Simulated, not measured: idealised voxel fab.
process module | voxel double patterning
cross-section cut | 165 nm wide | cells 5 nm
A cross-section is a grid of square cells, given in bands from the top down. A band is one or more rows of cells.
Each band's line starts with the height of the band's top and of its bottom, in nm. Then come its materials from left to right, each with its width in nm. One material with "throughout" fills the band from edge to edge. "air" is empty space.
Height 0 is the level under which the wafer as received is all one material. The lowest band goes on downwards, as in "0 down".
A width such as "30 to 40" changes by the same amount from each row of cells to the next, from the band's top row to its bottom row.
"no change" after a step means that no cell of the cross-section changed.
closed voids: empty space of 8 cells or more with no open way to the top, each as width x height at its distance from the left edge, in nm
after a step's settings: what the simulator itself notes on the step
overlay nm, on a step with a mask: how far to the right of its planned place the mask lay; to the left if negative
plan
1 op RECEIVE | material Si
2 op CONFORMAL_DEP | material SiO2 | thk nm 10
3 op DIRECTIONAL_DEP | material TiN | thk nm 20
4 op DIRECTIONAL_DEP | material SiCN | thk nm 5
5 op DIRECTIONAL_DEP | material aC | thk nm 15
6 op PATTERN | tone open | mask id FIRST | material resist | width nm 15 | pitch nm 50 | thk nm 35 | overlay nm 0
7 op DIRECTIONAL_ETCH | etch materials aC | depth nm 15
8 op STRIP | etch materials resist
9 op DIRECTIONAL_ETCH | etch materials SiCN | depth nm 5
10 op STRIP | etch materials aC
11 op PATTERN | tone open | mask id SECOND | material resist | width nm 15 | pitch nm 50 | thk nm 20 | overlay nm 0
12 op DIRECTIONAL_ETCH | etch materials SiCN | depth nm 5
13 op STRIP | etch materials resist
14 op DIRECTIONAL_ETCH | etch materials TiN | depth nm 20
15 op STRIP | etch materials SiCN
as received, after step 1
  0 down: Si throughout
  closed voids: none
a wafer at the end: this start, this plan, one mistake
  50 to 30: TiN 25 | air 15 | TiN 10 | air 15 | TiN 10 | air 15 | TiN 10 | air 15 | TiN 10 | air 15 | TiN 25
  30 to 10: TiN throughout
  10 to 0: SiO2 throughout
  0 down: Si throughout
  closed voids: none
what went wrong: step 3 was run twice
